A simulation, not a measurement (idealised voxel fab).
A process module follows: voxel lift off.
Cross-section cut spans 275 nm and uses square cells 5 nm in size.
Cross-section = grid of square cells, listed top down in bands; band = one or more rows.
Band: top and bottom heights (nm) first, top before bottom; then materials from left to right, widths in nm. "full width" marks a sole material filling the band edge to edge. "empty" denotes empty space.
For the purposes of this specification, 0 denotes the height below which the wafer in its as-received condition is composed wholly of one material, and the lowermost band, lacking a lower limit, extends downward without end, as expressed in "0 and below".
A two-number width, for instance "30->40", indicates that the width is equal to the first number in the top row of the band and to the second number in the bottom row, and that it changes by a constant amount per row of cells.
When a step is marked "no alteration", none of the cells in the cross-section changed during that step.
"Sealed-off cavities": sealed empty spaces, 8 cells or more, no open way to top, listed width x height at distance, with distance from the left edge and width, height and distance in nm.
after a step's settings: what the simulator itself notes on the step
What "overlay nm" on a step's line means: if the step has a mask, that mask lay this far to the right of its planned place, or, when the value is negative, to the left.
The following list gives the planned process steps:
1: RECEIVE, material Si
2: CONFORMAL_DEP, material Al2O3, thk nm 10
3: PATTERN, tone open, mask id LINES, material resist, width nm 15, pitch nm 45, thk nm 25, overlay nm 0
4: DIRECTIONAL_DEP, material Ru, thk nm 15
5: STRIP, etch materials resist
6: CONFORMAL_DEP, material SiN, thk nm 10
Shown in cross-section is the wafer as received, that is, as it stands after step 1:
    0 and below: Si full width
    Sealed-off cavities: none
Look at the cross-section after the module: the wafer started out the way shown above and the plan was the one shown above, yet one mistake was made along the way:
    30 down to 25: empty 100, then SiN 25, then empty 20, then SiN 25, then empty 105
    25 down to 15: empty 100, then SiN 5, then Ru 15, then SiN 5, then empty 20, then SiN 5, then Ru 15, then SiN 5, then empty 105
    15 down to 10: SiN 105, then Ru 15, then SiN 30, then Ru 15, then SiN 110
    10 down to 0: Al2O3 full width
    0 and below: Si full width
    Sealed-off cavities: none
What broke from the plan during processing? step 6 changed vs plan, executed as CONFORMAL_DEP, material SiN, thk nm 5
